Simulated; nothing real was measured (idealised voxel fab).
The name of this process module is voxel self aligned contacts.
Xsec cut, 230 nm wide, square cell size 5 nm.
Reading order for cross-sections: top band down to bottom band. Underlying form: a grid of square cells. Band size: one or more rows of cells.
Basically the band line says how high the top is and how high the bottom is, in nm, and then what's in it from left to right, every material with its width in nm. Empty space shows up as "blank", and if a single material carries "edge to edge" it runs the full band edge to edge.
Where do heights start? At 0: under that level the wafer as delivered is made of one material only. And the lowest band has no floor; it just carries on downward, as in "0 nm and below".
A width given as "30..40" starts at the first number in the band's top row and ends at the second number in its bottom row, shifting by an equal amount at every step from row to row.
No cell of the cross-section changed in a step that is given as "nothing different".
Look at "Enclosed void catalog" for the closed voids: empty spaces with no open path to the top, sized 8 cells or up. Each is width x height at distance, distance from the left edge, all nm.
Anything after a step's settings on that line? It's the simulator's own note about the step.
When a step includes a mask, the "overlay nm" setting on its line states how far to the right of its planned place that mask lay, and negative values state how far to the left.
-- Process steps foreseen in the plan
1. RECEIVE with material Si
2. CONFORMAL_DEP with material SiO2, thk nm 5
3. DIRECTIONAL_DEP with material polySi, thk nm 30
4. DIRECTIONAL_DEP with material SiN, thk nm 20
5. PATTERN with tone cover, mask id GATE, material resist, width nm 35, pitch nm 60, thk nm 15, overlay nm 0
6. DIRECTIONAL_ETCH with etch materials SiN, depth nm 20
7. DIRECTIONAL_ETCH with etch materials polySi, depth nm 30
8. STRIP with etch materials resist
9. CONFORMAL_DEP with material SiN, thk nm 5
10. DIRECTIONAL_ETCH with etch materials SiN, depth nm 5
11. FILL_DEP with material SiO2, thk nm 20
12. CMP with height nm 65
13. PATTERN with tone open, mask id CONTACT, material resist, width nm 35, thk nm 15, overlay nm 0
14. DIRECTIONAL_ETCH with etch materials SiO2, depth nm 65
15. STRIP with etch materials resist
16. CONFORMAL_DEP with material TiN, thk nm 5
17. FILL_DEP with material Ru, thk nm 10
18. CMP with height nm 65
19. CONFORMAL_DEP with material SiCN, thk nm 5
-- First of two wafers: run as planned
-- Cross-section, incoming material, after step 1
    0 nm and below: Si edge to edge
    Enclosed void catalog: none
-- How the wafer stands in section after step 2
    5 nm to 0 nm: SiO2 edge to edge
    Unchanged below 0.
-- How the wafer stands in section after step 3
    35 nm to 5 nm: polySi edge to edge
    Unchanged below 5.
-- How the wafer stands in section after step 4
    55 nm to 35 nm: SiN edge to edge
    Unchanged below 35.
-- How the wafer stands in section after step 5
    70 nm to 55 nm: 65 nm blank, then 35 nm resist, then 25 nm blank, then 35 nm resist, then 70 nm blank
    Unchanged below 55.
-- How the wafer stands in section after step 6
    70 nm to 55 nm: 65 nm blank, then 35 nm resist, then 25 nm blank, then 35 nm resist, then 70 nm blank
    55 nm to 35 nm: 65 nm blank, then 35 nm SiN, then 25 nm blank, then 35 nm SiN, then 70 nm blank
    Unchanged below 35.
-- How the wafer stands in section after step 7
    70 nm to 55 nm: 65 nm blank, then 35 nm resist, then 25 nm blank, then 35 nm resist, then 70 nm blank
    55 nm to 35 nm: 65 nm blank, then 35 nm SiN, then 25 nm blank, then 35 nm SiN, then 70 nm blank
    35 nm to 5 nm: 65 nm blank, then 35 nm polySi, then 25 nm blank, then 35 nm polySi, then 70 nm blank
    Unchanged below 5.
-- How the wafer stands in section after step 8
    55 nm to 35 nm: 65 nm blank, then 35 nm SiN, then 25 nm blank, then 35 nm SiN, then 70 nm blank
    Unchanged below 35.
-- How the wafer stands in section after step 9
    60 nm to 35 nm: 60 nm blank, then 45 nm SiN, then 15 nm blank, then 45 nm SiN, then 65 nm blank
    35 nm to 10 nm: 60 nm blank, then 5 nm SiN, then 35 nm polySi, then 5 nm SiN, then 15 nm blank, then 5 nm SiN, then 35 nm polySi, then 5 nm SiN, then 65 nm blank
    10 nm to 5 nm: 65 nm SiN, then 35 nm polySi, then 25 nm SiN, then 35 nm polySi, then 70 nm SiN
    Unchanged below 5.
-- How the wafer stands in section after step 10
    55 nm to 35 nm: 60 nm blank, then 45 nm SiN, then 15 nm blank, then 45 nm SiN, then 65 nm blank
    35 nm to 5 nm: 60 nm blank, then 5 nm SiN, then 35 nm polySi, then 5 nm SiN, then 15 nm blank, then 5 nm SiN, then 35 nm polySi, then 5 nm SiN, then 65 nm blank
    Unchanged below 5.
-- How the wafer stands in section after step 11
    75 nm to 55 nm: SiO2 edge to edge
    55 nm to 35 nm: 60 nm SiO2, then 45 nm SiN, then 15 nm SiO2, then 45 nm SiN, then 65 nm SiO2
    35 nm to 5 nm: 60 nm SiO2, then 5 nm SiN, then 35 nm polySi, then 5 nm SiN, then 15 nm SiO2, then 5 nm SiN, then 35 nm polySi, then 5 nm SiN, then 65 nm SiO2
    Unchanged below 5.
-- How the wafer stands in section after step 12
    65 nm to 55 nm: SiO2 edge to edge
    Unchanged below 55.
-- How the wafer stands in section after step 13
    80 nm to 65 nm: 95 nm resist, then 35 nm blank, then 100 nm resist
    Unchanged below 65.
-- How the wafer stands in section after step 14
    80 nm to 65 nm: 95 nm resist, then 35 nm blank, then 100 nm resist
    65 nm to 55 nm: 95 nm SiO2, then 35 nm blank, then 100 nm SiO2
    55 nm to 35 nm: 60 nm SiO2, then 45 nm SiN, then 15 nm blank, then 45 nm SiN, then 65 nm SiO2
    35 nm to 5 nm: 60 nm SiO2, then 5 nm SiN, then 35 nm polySi, then 5 nm SiN, then 15 nm blank, then 5 nm SiN, then 35 nm polySi, then 5 nm SiN, then 65 nm SiO2
    5 nm to 0 nm: 105 nm SiO2, then 15 nm blank, then 110 nm SiO2
    Unchanged below 0.
-- How the wafer stands in section after step 15
    65 nm to 55 nm: 95 nm SiO2, then 35 nm blank, then 100 nm SiO2
    Unchanged below 55.
-- How the wafer stands in section after step 16
    70 nm to 65 nm: 100 nm TiN, then 25 nm blank, then 105 nm TiN
    65 nm to 55 nm: 95 nm SiO2, then 5..15 nm TiN, then 25..5 nm blank, then 5..15 nm TiN, then 100 nm SiO2
    55 nm to 35 nm: 60 nm SiO2, then 45 nm SiN, then 5 nm TiN, then 5 nm blank, then 5 nm TiN, then 45 nm SiN, then 65 nm SiO2
    35 nm to 5 nm: 60 nm SiO2, then 5 nm SiN, then 35 nm polySi, then 5 nm SiN, then 5 nm TiN, then 5 nm blank, then 5 nm TiN, then 5 nm SiN, then 35 nm polySi, then 5 nm SiN, then 65 nm SiO2
    5 nm to 0 nm: 105 nm SiO2, then 15 nm TiN, then 110 nm SiO2
    Unchanged below 0.
-- How the wafer stands in section after step 17
    80 nm to 70 nm: Ru edge to edge
    70 nm to 65 nm: 100 nm TiN, then 25 nm Ru, then 105 nm TiN
    65 nm to 55 nm: 95 nm SiO2, then 5..15 nm TiN, then 25..5 nm Ru, then 5..15 nm TiN, then 100 nm SiO2
    55 nm to 35 nm: 60 nm SiO2, then 45 nm SiN, then 5 nm TiN, then 5 nm Ru, then 5 nm TiN, then 45 nm SiN, then 65 nm SiO2
    35 nm to 5 nm: 60 nm SiO2, then 5 nm SiN, then 35 nm polySi, then 5 nm SiN, then 5 nm TiN, then 5 nm Ru, then 5 nm TiN, then 5 nm SiN, then 35 nm polySi, then 5 nm SiN, then 65 nm SiO2
    Unchanged below 5.
-- How the wafer stands in section after step 18
    65 nm to 55 nm: 95 nm SiO2, then 5..15 nm TiN, then 25..5 nm Ru, then 5..15 nm TiN, then 100 nm SiO2
    Unchanged below 55.
-- How the wafer stands in section after step 19
    70 nm to 65 nm: SiCN edge to edge
    Unchanged below 65.
-- Second Wafer (Identical Start and Plan, One Processing Error; Matches First Wafer Through Step 1)
Second wafer, cross-section, planned end of step 2: nothing different
-- Second wafer, cross-section, planned end of step 3
    30 nm to 0 nm: polySi edge to edge
    Unchanged below 0.
-- Second wafer, cross-section, planned end of step 4
    50 nm to 30 nm: SiN edge to edge
    Unchanged below 30.
-- Second wafer, cross-section, planned end of step 5
    65 nm to 50 nm: 65 nm blank, then 35 nm resist, then 25 nm blank, then 35 nm resist, then 70 nm blank
    Unchanged below 50.
-- Second wafer, cross-section, planned end of step 6
    65 nm to 50 nm: 65 nm blank, then 35 nm resist, then 25 nm blank, then 35 nm resist, then 70 nm blank
    50 nm to 30 nm: 65 nm blank, then 35 nm SiN, then 25 nm blank, then 35 nm SiN, then 70 nm blank
    Unchanged below 30.
-- Second wafer, cross-section, planned end of step 7
    65 nm to 50 nm: 65 nm blank, then 35 nm resist, then 25 nm blank, then 35 nm resist, then 70 nm blank
    50 nm to 30 nm: 65 nm blank, then 35 nm SiN, then 25 nm blank, then 35 nm SiN, then 70 nm blank
    30 nm to 0 nm: 65 nm blank, then 35 nm polySi, then 25 nm blank, then 35 nm polySi, then 70 nm blank
    Unchanged below 0.
-- Second wafer, cross-section, planned end of step 8
    50 nm to 30 nm: 65 nm blank, then 35 nm SiN, then 25 nm blank, then 35 nm SiN, then 70 nm blank
    Unchanged below 30.
-- Second wafer, cross-section, planned end of step 9
    55 nm to 30 nm: 60 nm blank, then 45 nm SiN, then 15 nm blank, then 45 nm SiN, then 65 nm blank
    30 nm to 5 nm: 60 nm blank, then 5 nm SiN, then 35 nm polySi, then 5 nm SiN, then 15 nm blank, then 5 nm SiN, then 35 nm polySi, then 5 nm SiN, then 65 nm blank
    5 nm to 0 nm: 65 nm SiN, then 35 nm polySi, then 25 nm SiN, then 35 nm polySi, then 70 nm SiN
    Unchanged below 0.
-- Second wafer, cross-section, planned end of step 10
    50 nm to 30 nm: 60 nm blank, then 45 nm SiN, then 15 nm blank, then 45 nm SiN, then 65 nm blank
    30 nm to 0 nm: 60 nm blank, then 5 nm SiN, then 35 nm polySi, then 5 nm SiN, then 15 nm blank, then 5 nm SiN, then 35 nm polySi, then 5 nm SiN, then 65 nm blank
    Unchanged below 0.
-- Second wafer, cross-section, planned end of step 11
    70 nm to 50 nm: SiO2 edge to edge
    50 nm to 30 nm: 60 nm SiO2, then 45 nm SiN, then 15 nm SiO2, then 45 nm SiN, then 65 nm SiO2
    30 nm to 0 nm: 60 nm SiO2, then 5 nm SiN, then 35 nm polySi, then 5 nm SiN, then 15 nm SiO2, then 5 nm SiN, then 35 nm polySi, then 5 nm SiN, then 65 nm SiO2
    Unchanged below 0.
-- Second wafer, cross-section, planned end of step 12
    65 nm to 50 nm: SiO2 edge to edge
    Unchanged below 50.
-- Second wafer, cross-section, planned end of step 13
    80 nm to 65 nm: 95 nm resist, then 35 nm blank, then 100 nm resist
    Unchanged below 65.
-- Second wafer, cross-section, planned end of step 14
    80 nm to 65 nm: 95 nm resist, then 35 nm blank, then 100 nm resist
    65 nm to 50 nm: 95 nm SiO2, then 35 nm blank, then 100 nm SiO2
    50 nm to 30 nm: 60 nm SiO2, then 45 nm SiN, then 15 nm blank, then 45 nm SiN, then 65 nm SiO2
    30 nm to 0 nm: 60 nm SiO2, then 5 nm SiN, then 35 nm polySi, then 5 nm SiN, then 15 nm blank, then 5 nm SiN, then 35 nm polySi, then 5 nm SiN, then 65 nm SiO2
    Unchanged below 0.
-- Second wafer, cross-section, planned end of step 15
    65 nm to 50 nm: 95 nm SiO2, then 35 nm blank, then 100 nm SiO2
    Unchanged below 50.
-- Second wafer, cross-section, planned end of step 16
    70 nm to 65 nm: 100 nm TiN, then 25 nm blank, then 105 nm TiN
    65 nm to 55 nm: 95 nm SiO2, then 5 nm TiN, then 25 nm blank, then 5 nm TiN, then 100 nm SiO2
    55 nm to 50 nm: 95 nm SiO2, then 15 nm TiN, then 5 nm blank, then 15 nm TiN, then 100 nm SiO2
    50 nm to 30 nm: 60 nm SiO2, then 45 nm SiN, then 5 nm TiN, then 5 nm blank, then 5 nm TiN, then 45 nm SiN, then 65 nm SiO2
    30 nm to 5 nm: 60 nm SiO2, then 5 nm SiN, then 35 nm polySi, then 5 nm SiN, then 5 nm TiN, then 5 nm blank, then 5 nm TiN, then 5 nm SiN, then 35 nm polySi, then 5 nm SiN, then 65 nm SiO2
    5 nm to 0 nm: 60 nm SiO2, then 5 nm SiN, then 35 nm polySi, then 5 nm SiN, then 15 nm TiN, then 5 nm SiN, then 35 nm polySi, then 5 nm SiN, then 65 nm SiO2
    Unchanged below 0.
-- Second wafer, cross-section, planned end of step 17
    80 nm to 70 nm: Ru edge to edge
    70 nm to 65 nm: 100 nm TiN, then 25 nm Ru, then 105 nm TiN
    65 nm to 55 nm: 95 nm SiO2, then 5 nm TiN, then 25 nm Ru, then 5 nm TiN, then 100 nm SiO2
    55 nm to 50 nm: 95 nm SiO2, then 15 nm TiN, then 5 nm Ru, then 15 nm TiN, then 100 nm SiO2
    50 nm to 30 nm: 60 nm SiO2, then 45 nm SiN, then 5 nm TiN, then 5 nm Ru, then 5 nm TiN, then 45 nm SiN, then 65 nm SiO2
    30 nm to 5 nm: 60 nm SiO2, then 5 nm SiN, then 35 nm polySi, then 5 nm SiN, then 5 nm TiN, then 5 nm Ru, then 5 nm TiN, then 5 nm SiN, then 35 nm polySi, then 5 nm SiN, then 65 nm SiO2
    Unchanged below 5.
-- Second wafer, cross-section, planned end of step 18
    65 nm to 55 nm: 95 nm SiO2, then 5 nm TiN, then 25 nm Ru, then 5 nm TiN, then 100 nm SiO2
    Unchanged below 55.
-- Second wafer, cross-section, planned end of step 19
    70 nm to 65 nm: SiCN edge to edge
    Unchanged below 65.
Where did the run depart from the plan? step 2 of the plan was excluded from execution and never run
Wrapping up, a cell-based count of both wafers puts the second over or under the first for these materials: 4 more of Ru | 4 fewer of SiO2
